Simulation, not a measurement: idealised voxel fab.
process module | voxel wiring stack
cross-section cut | 220 nm wide | cells 5 nm
A cross-section is a grid of square cells, given in bands from the top down. A band is one or more rows of cells.
Each band's line starts with the height of the band's top and of its bottom, in nm. Then come its materials from left to right, each with its width in nm. One material with "throughout" fills the band from edge to edge. "air" is empty space.
Height 0 is the level under which the wafer as received is all one material. The lowest band goes on downwards, as in "0 down".
A width such as "30 to 40" changes by the same amount from each row of cells to the next, from the band's top row to its bottom row.
"no change" after a step means that no cell of the cross-section changed.
closed voids: empty space of 8 cells or more with no open way to the top, each as width x height at its distance from the left edge, in nm
after a step's settings: what the simulator itself notes on the step
overlay nm, on a step with a mask: how far to the right of its planned place the mask lay; to the left if negative
plan
1 op RECEIVE | material Si
2 op CONFORMAL_DEP | material SiO2 | thk nm 15
3 op CONFORMAL_DEP | material SiN | thk nm 5
4 op DIRECTIONAL_DEP | material SiO2 | thk nm 25
5 op DIRECTIONAL_DEP | material aC | thk nm 15
6 op PATTERN | tone open | mask id METAL_1 | material resist | width nm 20 | pitch nm 45 | thk nm 35 | overlay nm 0
7 op DIRECTIONAL_ETCH | etch materials aC | depth nm 15
8 op STRIP | etch materials resist
9 op DIRECTIONAL_ETCH | etch materials SiO2 | depth nm 25
10 op DIRECTIONAL_ETCH | etch materials SiN | depth nm 5
11 op STRIP | etch materials aC
12 op CONFORMAL_DEP | material TiN | thk nm 5
13 op FILL_DEP | material Ru | thk nm 10
14 op CMP | height nm 45
15 op EPI | material Ru | thk nm 5
16 op FILL_DEP | material SiCN | thk nm 5
17 op DIRECTIONAL_DEP | material lowk | thk nm 10
18 op PATTERN | tone open | mask id PLUG_1 | material resist | width nm 15 | pitch nm 90 | thk nm 15 | overlay nm 0
19 op DIRECTIONAL_ETCH | etch materials lowk | depth nm 10
20 op DIRECTIONAL_ETCH | etch materials SiCN | depth nm 5
21 op STRIP | etch materials resist
22 op EPI | material Ru | thk nm 10
23 op EPI | material Ru | thk nm 5
24 op DIRECTIONAL_DEP | material TiN | thk nm 5
25 op DIRECTIONAL_DEP | material Ru | thk nm 20
26 op DIRECTIONAL_DEP | material aC | thk nm 10
27 op PATTERN | tone cover | mask id METAL_2 | material resist | width nm 20 | pitch nm 45 | thk nm 30 | overlay nm 0
28 op DIRECTIONAL_ETCH | etch materials aC | depth nm 10
29 op STRIP | etch materials resist
30 op DIRECTIONAL_ETCH | etch materials Ru | depth nm 20
31 op DIRECTIONAL_ETCH | etch materials TiN | depth nm 5
32 op STRIP | etch materials aC
33 op CONFORMAL_DEP | material SiN | thk nm 5
34 op FILL_DEP | material lowk | thk nm 10
35 op CMP | height nm 90
36 op CONFORMAL_DEP | material SiCN | thk nm 5
37 op DIRECTIONAL_DEP | material SiO2 | thk nm 10
38 op PATTERN | tone open | mask id PLUG_2 | material resist | width nm 15 | pitch nm 90 | thk nm 20 | overlay nm 0
39 op DIRECTIONAL_ETCH | etch materials SiO2 | depth nm 10
40 op DIRECTIONAL_ETCH | etch materials SiCN | depth nm 5
41 op STRIP | etch materials resist
42 op EPI | material Ru | thk nm 10
43 op EPI | material Ru | thk nm 5
44 op CONFORMAL_DEP | material SiCN | thk nm 5
45 op DIRECTIONAL_DEP | material lowk | thk nm 25
46 op MASKED_ETCH | tone open | mask id METAL_3 | width nm 20 | pitch nm 45 | etch materials lowk | depth nm 25 | overlay nm 0
47 op MASKED_ETCH | tone open | mask id METAL_3 | width nm 20 | pitch nm 45 | etch materials SiCN | depth nm 5 | overlay nm 0
48 op CONFORMAL_DEP | material TiN | thk nm 5
49 op FILL_DEP | material Ru | thk nm 5
50 op CMP | height nm 135
51 op CONFORMAL_DEP | material SiCN | thk nm 5
first wafer, as planned
as received, after step 1
  0 down: Si throughout
  closed voids: none
after step 2
  15 to 0: SiO2 throughout
  below 0: unchanged
after step 3
  20 to 15: SiN throughout
  below 15: unchanged
after step 4
  45 to 20: SiO2 throughout
  below 20: unchanged
after step 5
  60 to 45: aC throughout
  below 45: unchanged
after step 6
  95 to 60: resist 30 | air 20 | resist 25 | air 20 | resist 25 | air 20 | resist 25 | air 20 | resist 35
  below 60: unchanged
after step 7
  80 to 60: resist 30 | air 20 | resist 25 | air 20 | resist 25 | air 20 | resist 25 | air 20 | resist 35
  60 to 45: aC 30 | air 20 | aC 25 | air 20 | aC 25 | air 20 | aC 25 | air 20 | aC 35
  below 45: unchanged
after step 8
  60 to 45: aC 30 | air 20 | aC 25 | air 20 | aC 25 | air 20 | aC 25 | air 20 | aC 35
  below 45: unchanged
after step 9
  60 to 45: aC 30 | air 20 | aC 25 | air 20 | aC 25 | air 20 | aC 25 | air 20 | aC 35
  45 to 20: SiO2 30 | air 20 | SiO2 25 | air 20 | SiO2 25 | air 20 | SiO2 25 | air 20 | SiO2 35
  below 20: unchanged
after step 10
  60 to 45: aC 30 | air 20 | aC 25 | air 20 | aC 25 | air 20 | aC 25 | air 20 | aC 35
  45 to 20: SiO2 30 | air 20 | SiO2 25 | air 20 | SiO2 25 | air 20 | SiO2 25 | air 20 | SiO2 35
  20 to 15: SiN 30 | air 20 | SiN 25 | air 20 | SiN 25 | air 20 | SiN 25 | air 20 | SiN 35
  below 15: unchanged
after step 11
  45 to 20: SiO2 30 | air 20 | SiO2 25 | air 20 | SiO2 25 | air 20 | SiO2 25 | air 20 | SiO2 35
  below 20: unchanged
after step 12
  50 to 45: TiN 35 | air 10 | TiN 35 | air 10 | TiN 35 | air 10 | TiN 35 | air 10 | TiN 40
  45 to 20: SiO2 30 | TiN 5 | air 10 | TiN 5 | SiO2 25 | TiN 5 | air 10 | TiN 5 | SiO2 25 | TiN 5 | air 10 | TiN 5 | SiO2 25 | TiN 5 | air 10 | TiN 5 | SiO2 35
  20 to 15: SiN 30 | TiN 20 | SiN 25 | TiN 20 | SiN 25 | TiN 20 | SiN 25 | TiN 20 | SiN 35
  below 15: unchanged
after step 13
  60 to 50: Ru throughout
  50 to 45: TiN 35 | Ru 10 | TiN 35 | Ru 10 | TiN 35 | Ru 10 | TiN 35 | Ru 10 | TiN 40
  45 to 20: SiO2 30 | TiN 5 | Ru 10 | TiN 5 | SiO2 25 | TiN 5 | Ru 10 | TiN 5 | SiO2 25 | TiN 5 | Ru 10 | TiN 5 | SiO2 25 | TiN 5 | Ru 10 | TiN 5 | SiO2 35
  below 20: unchanged
after step 14
  45 to 20: SiO2 30 | TiN 5 | Ru 10 | TiN 5 | SiO2 25 | TiN 5 | Ru 10 | TiN 5 | SiO2 25 | TiN 5 | Ru 10 | TiN 5 | SiO2 25 | TiN 5 | Ru 10 | TiN 5 | SiO2 35
  below 20: unchanged
after step 15
  50 to 45: air 25 | Ru 30 | air 15 | Ru 30 | air 15 | Ru 30 | air 15 | Ru 30 | air 30
  below 45: unchanged
after step 16
  55 to 50: SiCN throughout
  50 to 45: SiCN 25 | Ru 30 | SiCN 15 | Ru 30 | SiCN 15 | Ru 30 | SiCN 15 | Ru 30 | SiCN 30
  below 45: unchanged
after step 17
  65 to 55: lowk throughout
  below 55: unchanged
after step 18
  80 to 65: resist 30 | air 15 | resist 75 | air 15 | resist 85
  below 65: unchanged
after step 19
  80 to 65: resist 30 | air 15 | resist 75 | air 15 | resist 85
  65 to 55: lowk 30 | air 15 | lowk 75 | air 15 | lowk 85
  below 55: unchanged
after step 20
  80 to 65: resist 30 | air 15 | resist 75 | air 15 | resist 85
  65 to 55: lowk 30 | air 15 | lowk 75 | air 15 | lowk 85
  55 to 50: SiCN 30 | air 15 | SiCN 75 | air 15 | SiCN 85
  below 50: unchanged
after step 21
  65 to 55: lowk 30 | air 15 | lowk 75 | air 15 | lowk 85
  below 55: unchanged
after step 22
  65 to 60: lowk 30 | air 15 | lowk 75 | air 15 | lowk 85
  60 to 55: lowk 30 | Ru 15 | lowk 75 | Ru 15 | lowk 85
  55 to 50: SiCN 30 | Ru 15 | SiCN 75 | Ru 15 | SiCN 85
  below 50: unchanged
after step 23
  65 to 55: lowk 30 | Ru 15 | lowk 75 | Ru 15 | lowk 85
  below 55: unchanged
after step 24
  70 to 65: TiN throughout
  below 65: unchanged
after step 25
  90 to 70: Ru throughout
  below 70: unchanged
after step 26
  100 to 90: aC throughout
  below 90: unchanged
after step 27
  130 to 100: air 30 | resist 20 | air 25 | resist 20 | air 25 | resist 20 | air 25 | resist 20 | air 35
  below 100: unchanged
after step 28
  120 to 100: air 30 | resist 20 | air 25 | resist 20 | air 25 | resist 20 | air 25 | resist 20 | air 35
  100 to 90: air 30 | aC 20 | air 25 | aC 20 | air 25 | aC 20 | air 25 | aC 20 | air 35
  below 90: unchanged
after step 29
  100 to 90: air 30 | aC 20 | air 25 | aC 20 | air 25 | aC 20 | air 25 | aC 20 | air 35
  below 90: unchanged
after step 30
  100 to 90: air 30 | aC 20 | air 25 | aC 20 | air 25 | aC 20 | air 25 | aC 20 | air 35
  90 to 70: air 30 | Ru 20 | air 25 | Ru 20 | air 25 | Ru 20 | air 25 | Ru 20 | air 35
  below 70: unchanged
after step 31
  100 to 90: air 30 | aC 20 | air 25 | aC 20 | air 25 | aC 20 | air 25 | aC 20 | air 35
  90 to 70: air 30 | Ru 20 | air 25 | Ru 20 | air 25 | Ru 20 | air 25 | Ru 20 | air 35
  70 to 65: air 30 | TiN 20 | air 25 | TiN 20 | air 25 | TiN 20 | air 25 | TiN 20 | air 35
  below 65: unchanged
after step 32
  90 to 70: air 30 | Ru 20 | air 25 | Ru 20 | air 25 | Ru 20 | air 25 | Ru 20 | air 35
  below 70: unchanged
after step 33
  95 to 90: air 25 | SiN 30 | air 15 | SiN 30 | air 15 | SiN 30 | air 15 | SiN 30 | air 30
  90 to 70: air 25 | SiN 5 | Ru 20 | SiN 5 | air 15 | SiN 5 | Ru 20 | SiN 5 | air 15 | SiN 5 | Ru 20 | SiN 5 | air 15 | SiN 5 | Ru 20 | SiN 5 | air 30
  70 to 65: SiN 30 | TiN 20 | SiN 25 | TiN 20 | SiN 25 | TiN 20 | SiN 25 | TiN 20 | SiN 35
  below 65: unchanged
after step 34
  105 to 95: lowk throughout
  95 to 90: lowk 25 | SiN 30 | lowk 15 | SiN 30 | lowk 15 | SiN 30 | lowk 15 | SiN 30 | lowk 30
  90 to 70: lowk 25 | SiN 5 | Ru 20 | SiN 5 | lowk 15 | SiN 5 | Ru 20 | SiN 5 | lowk 15 | SiN 5 | Ru 20 | SiN 5 | lowk 15 | SiN 5 | Ru 20 | SiN 5 | lowk 30
  below 70: unchanged
after step 35
  90 to 70: lowk 25 | SiN 5 | Ru 20 | SiN 5 | lowk 15 | SiN 5 | Ru 20 | SiN 5 | lowk 15 | SiN 5 | Ru 20 | SiN 5 | lowk 15 | SiN 5 | Ru 20 | SiN 5 | lowk 30
  below 70: unchanged
after step 36
  95 to 90: SiCN throughout
  below 90: unchanged
after step 37
  105 to 95: SiO2 throughout
  below 95: unchanged
after step 38
  125 to 105: resist 30 | air 15 | resist 75 | air 15 | resist 85
  below 105: unchanged
after step 39
  125 to 105: resist 30 | air 15 | resist 75 | air 15 | resist 85
  105 to 95: SiO2 30 | air 15 | SiO2 75 | air 15 | SiO2 85
  below 95: unchanged
after step 40
  125 to 105: resist 30 | air 15 | resist 75 | air 15 | resist 85
  105 to 95: SiO2 30 | air 15 | SiO2 75 | air 15 | SiO2 85
  95 to 90: SiCN 30 | air 15 | SiCN 75 | air 15 | SiCN 85
  below 90: unchanged
after step 41
  105 to 95: SiO2 30 | air 15 | SiO2 75 | air 15 | SiO2 85
  below 95: unchanged
after step 42
  105 to 100: SiO2 30 | air 15 | SiO2 75 | air 15 | SiO2 85
  100 to 95: SiO2 30 | Ru 15 | SiO2 75 | Ru 15 | SiO2 85
  95 to 90: SiCN 30 | Ru 15 | SiCN 75 | Ru 15 | SiCN 85
  below 90: unchanged
after step 43
  105 to 95: SiO2 30 | Ru 15 | SiO2 75 | Ru 15 | SiO2 85
  below 95: unchanged
after step 44
  110 to 105: SiCN throughout
  below 105: unchanged
after step 45
  135 to 110: lowk throughout
  below 110: unchanged
after step 46
  135 to 110: lowk 30 | air 20 | lowk 25 | air 20 | lowk 25 | air 20 | lowk 25 | air 20 | lowk 35
  below 110: unchanged
after step 47
  135 to 110: lowk 30 | air 20 | lowk 25 | air 20 | lowk 25 | air 20 | lowk 25 | air 20 | lowk 35
  110 to 105: SiCN 30 | air 20 | SiCN 25 | air 20 | SiCN 25 | air 20 | SiCN 25 | air 20 | SiCN 35
  below 105: unchanged
after step 48
  140 to 135: TiN 35 | air 10 | TiN 35 | air 10 | TiN 35 | air 10 | TiN 35 | air 10 | TiN 40
  135 to 110: lowk 30 | TiN 5 | air 10 | TiN 5 | lowk 25 | TiN 5 | air 10 | TiN 5 | lowk 25 | TiN 5 | air 10 | TiN 5 | lowk 25 | TiN 5 | air 10 | TiN 5 | lowk 35
  110 to 105: SiCN 30 | TiN 20 | SiCN 25 | TiN 20 | SiCN 25 | TiN 20 | SiCN 25 | TiN 20 | SiCN 35
  below 105: unchanged
after step 49
  145 to 140: Ru throughout
  140 to 135: TiN 35 | Ru 10 | TiN 35 | Ru 10 | TiN 35 | Ru 10 | TiN 35 | Ru 10 | TiN 40
  135 to 110: lowk 30 | TiN 5 | Ru 10 | TiN 5 | lowk 25 | TiN 5 | Ru 10 | TiN 5 | lowk 25 | TiN 5 | Ru 10 | TiN 5 | lowk 25 | TiN 5 | Ru 10 | TiN 5 | lowk 35
  below 110: unchanged
after step 50
  135 to 110: lowk 30 | TiN 5 | Ru 10 | TiN 5 | lowk 25 | TiN 5 | Ru 10 | TiN 5 | lowk 25 | TiN 5 | Ru 10 | TiN 5 | lowk 25 | TiN 5 | Ru 10 | TiN 5 | lowk 35
  below 110: unchanged
after step 51
  140 to 135: SiCN throughout
  below 135: unchanged
second wafer: like start, like plan, one mistake. Through step 41 it matches the first wafer
when step 42 should have ended
  110 to 105: air 25 | Ru 25 | air 65 | Ru 25 | air 80
  105 to 95: SiO2 30 | Ru 15 | SiO2 75 | Ru 15 | SiO2 85
  95 to 90: SiCN 30 | Ru 15 | SiCN 75 | Ru 15 | SiCN 85
  below 90: unchanged
when step 43 should have ended
  115 to 105: air 20 | Ru 35 | air 55 | Ru 35 | air 75
  below 105: unchanged
when step 44 should have ended
  120 to 115: air 15 | SiCN 45 | air 45 | SiCN 45 | air 70
  115 to 110: air 15 | SiCN 5 | Ru 35 | SiCN 5 | air 45 | SiCN 5 | Ru 35 | SiCN 5 | air 70
  110 to 105: SiCN 20 | Ru 35 | SiCN 55 | Ru 35 | SiCN 75
  below 105: unchanged
when step 45 should have ended
  145 to 135: air 15 | lowk 45 | air 45 | lowk 45 | air 70
  135 to 120: lowk throughout
  120 to 115: lowk 15 | SiCN 45 | lowk 45 | SiCN 45 | lowk 70
  115 to 110: lowk 15 | SiCN 5 | Ru 35 | SiCN 5 | lowk 45 | SiCN 5 | Ru 35 | SiCN 5 | lowk 70
  below 110: unchanged
when step 46 should have ended
  145 to 135: air 15 | lowk 15 | air 20 | lowk 10 | air 45 | lowk 15 | air 20 | lowk 10 | air 70
  135 to 120: lowk 30 | air 20 | lowk 25 | air 20 | lowk 25 | air 20 | lowk 25 | air 20 | lowk 35
  120 to 115: lowk 15 | SiCN 45 | lowk 15 | air 20 | lowk 10 | SiCN 45 | lowk 15 | air 20 | lowk 35
  115 to 110: lowk 15 | SiCN 5 | Ru 35 | SiCN 5 | lowk 15 | air 20 | lowk 10 | SiCN 5 | Ru 35 | SiCN 5 | lowk 15 | air 20 | lowk 35
  below 110: unchanged
when step 47 should have ended
  145 to 135: air 15 | lowk 15 | air 20 | lowk 10 | air 45 | lowk 15 | air 20 | lowk 10 | air 70
  135 to 120: lowk 30 | air 20 | lowk 25 | air 20 | lowk 25 | air 20 | lowk 25 | air 20 | lowk 35
  120 to 115: lowk 15 | SiCN 15 | air 20 | SiCN 10 | lowk 15 | air 20 | lowk 10 | SiCN 15 | air 20 | SiCN 10 | lowk 15 | air 20 | lowk 35
  115 to 110: lowk 15 | SiCN 5 | Ru 35 | SiCN 5 | lowk 15 | air 20 | lowk 10 | SiCN 5 | Ru 35 | SiCN 5 | lowk 15 | air 20 | lowk 35
  110 to 105: SiCN 20 | Ru 35 | SiCN 20 | air 20 | SiCN 15 | Ru 35 | SiCN 20 | air 20 | SiCN 35
  below 105: unchanged
when step 48 should have ended
  150 to 145: air 10 | TiN 25 | air 10 | TiN 20 | air 35 | TiN 25 | air 10 | TiN 20 | air 65
  145 to 140: air 10 | TiN 5 | lowk 15 | TiN 5 | air 10 | TiN 5 | lowk 10 | TiN 5 | air 35 | TiN 5 | lowk 15 | TiN 5 | air 10 | TiN 5 | lowk 10 | TiN 5 | air 65
  140 to 135: TiN 15 | lowk 15 | TiN 5 | air 10 | TiN 5 | lowk 10 | TiN 20 | air 10 | TiN 15 | lowk 15 | TiN 5 | air 10 | TiN 5 | lowk 10 | TiN 20 | air 10 | TiN 40
  135 to 120: lowk 30 | TiN 5 | air 10 | TiN 5 | lowk 25 | TiN 5 | air 10 | TiN 5 | lowk 25 | TiN 5 | air 10 | TiN 5 | lowk 25 | TiN 5 | air 10 | TiN 5 | lowk 35
  120 to 115: lowk 15 | SiCN 15 | TiN 20 | SiCN 10 | lowk 15 | TiN 5 | air 10 | TiN 5 | lowk 10 | SiCN 15 | TiN 20 | SiCN 10 | lowk 15 | TiN 5 | air 10 | TiN 5 | lowk 35
  115 to 110: lowk 15 | SiCN 5 | Ru 35 | SiCN 5 | lowk 15 | TiN 5 | air 10 | TiN 5 | lowk 10 | SiCN 5 | Ru 35 | SiCN 5 | lowk 15 | TiN 5 | air 10 | TiN 5 | lowk 35
  110 to 105: SiCN 20 | Ru 35 | SiCN 20 | TiN 20 | SiCN 15 | Ru 35 | SiCN 20 | TiN 20 | SiCN 35
  below 105: unchanged
when step 49 should have ended
  155 to 150: Ru throughout
  150 to 145: Ru 10 | TiN 25 | Ru 10 | TiN 20 | Ru 35 | TiN 25 | Ru 10 | TiN 20 | Ru 65
  145 to 140: Ru 10 | TiN 5 | lowk 15 | TiN 5 | Ru 10 | TiN 5 | lowk 10 | TiN 5 | Ru 35 | TiN 5 | lowk 15 | TiN 5 | Ru 10 | TiN 5 | lowk 10 | TiN 5 | Ru 65
  140 to 135: TiN 15 | lowk 15 | TiN 5 | Ru 10 | TiN 5 | lowk 10 | TiN 20 | Ru 10 | TiN 15 | lowk 15 | TiN 5 | Ru 10 | TiN 5 | lowk 10 | TiN 20 | Ru 10 | TiN 40
  135 to 120: lowk 30 | TiN 5 | Ru 10 | TiN 5 | lowk 25 | TiN 5 | Ru 10 | TiN 5 | lowk 25 | TiN 5 | Ru 10 | TiN 5 | lowk 25 | TiN 5 | Ru 10 | TiN 5 | lowk 35
  120 to 115: lowk 15 | SiCN 15 | TiN 20 | SiCN 10 | lowk 15 | TiN 5 | Ru 10 | TiN 5 | lowk 10 | SiCN 15 | TiN 20 | SiCN 10 | lowk 15 | TiN 5 | Ru 10 | TiN 5 | lowk 35
  115 to 110: lowk 15 | SiCN 5 | Ru 35 | SiCN 5 | lowk 15 | TiN 5 | Ru 10 | TiN 5 | lowk 10 | SiCN 5 | Ru 35 | SiCN 5 | lowk 15 | TiN 5 | Ru 10 | TiN 5 | lowk 35
  below 110: unchanged
when step 50 should have ended
  135 to 120: lowk 30 | TiN 5 | Ru 10 | TiN 5 | lowk 25 | TiN 5 | Ru 10 | TiN 5 | lowk 25 | TiN 5 | Ru 10 | TiN 5 | lowk 25 | TiN 5 | Ru 10 | TiN 5 | lowk 35
  below 120: unchanged
when step 51 should have ended
  140 to 135: SiCN throughout
  below 135: unchanged
what went wrong: step 42 was run twice
at the end the second wafer has, in cells: 20 more of Ru | 8 more of SiCN | 8 fewer of TiN | 20 fewer of lowk
